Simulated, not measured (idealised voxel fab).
process module | voxel ribs on slabs
cross-section cut | 290 nm wide | cells 5 nm
A cross-section is a grid of square cells, given in bands from the top down. A band is one or more rows of cells.
Each band's line starts with the height of the band's top and of its bottom, in nm. Then come its materials from left to right, each with its width in nm. One material with "throughout" fills the band from edge to edge. "air" is empty space.
Height 0 is the level under which the wafer as received is all one material. The lowest band goes on downwards, as in "0 down".
A width such as "30 to 40" changes by the same amount from each row of cells to the next, from the band's top row to its bottom row.
"no change" after a step means that no cell of the cross-section changed.
closed voids: empty space of 8 cells or more with no open way to the top, each as width x height at its distance from the left edge, in nm
after a step's settings: what the simulator itself notes on the step
overlay nm, on a step with a mask: how far to the right of its planned place the mask lay; to the left if negative
plan
1 op RECEIVE | material Si
2 op DIRECTIONAL_DEP | material SiO2 | thk nm 25
3 op DIRECTIONAL_DEP | material SiN | thk nm 20
4 op PATTERN | tone cover | mask id RIB | material resist | width nm 20 | thk nm 15 | overlay nm 0
5 op DIRECTIONAL_ETCH | etch materials SiN | depth nm 10
6 op STRIP | etch materials resist
7 op DIRECTIONAL_DEP | material aC | thk nm 15
8 op PATTERN | tone cover | mask id SLAB | material resist | width nm 60 | thk nm 30 | overlay nm 0
9 op DIRECTIONAL_ETCH | etch materials aC | depth nm 15
10 op STRIP | etch materials resist
11 op DIRECTIONAL_ETCH | etch materials SiN | depth nm 10
12 op STRIP | etch materials aC
13 op FILL_DEP | material SiO2 | thk nm 25
14 op CMP | height nm 65
15 op DIRECTIONAL_DEP | material TiN | thk nm 5
16 op PATTERN | tone cover | mask id HEATER | material resist | width nm 40 | thk nm 15 | overlay nm 0
17 op DIRECTIONAL_ETCH | etch materials TiN | depth nm 5
18 op STRIP | etch materials resist
19 op CONFORMAL_DEP | material SiO2 | thk nm 5
varied across the wafers: width nm of step 4. The plan shows the first wafer's value. All wafers start alike
first wafer as received, after step 1
  0 down: Si throughout
  closed voids: none
each wafer at the end: cells of each material gained (+) or lost (-) since it was received, then its closed voids
width nm 20 | +32 SiN | +782 SiO2 | +8 TiN | closed voids: none
width nm 25 | +34 SiN | +780 SiO2 | +8 TiN | closed voids: none
width nm 30 | +36 SiN | +778 SiO2 | +8 TiN | closed voids: none
width nm 35 | +38 SiN | +776 SiO2 | +8 TiN | closed voids: none
width nm 40 | +40 SiN | +774 SiO2 | +8 TiN | closed voids: none
width nm 45 | +42 SiN | +772 SiO2 | +8 TiN | closed voids: none
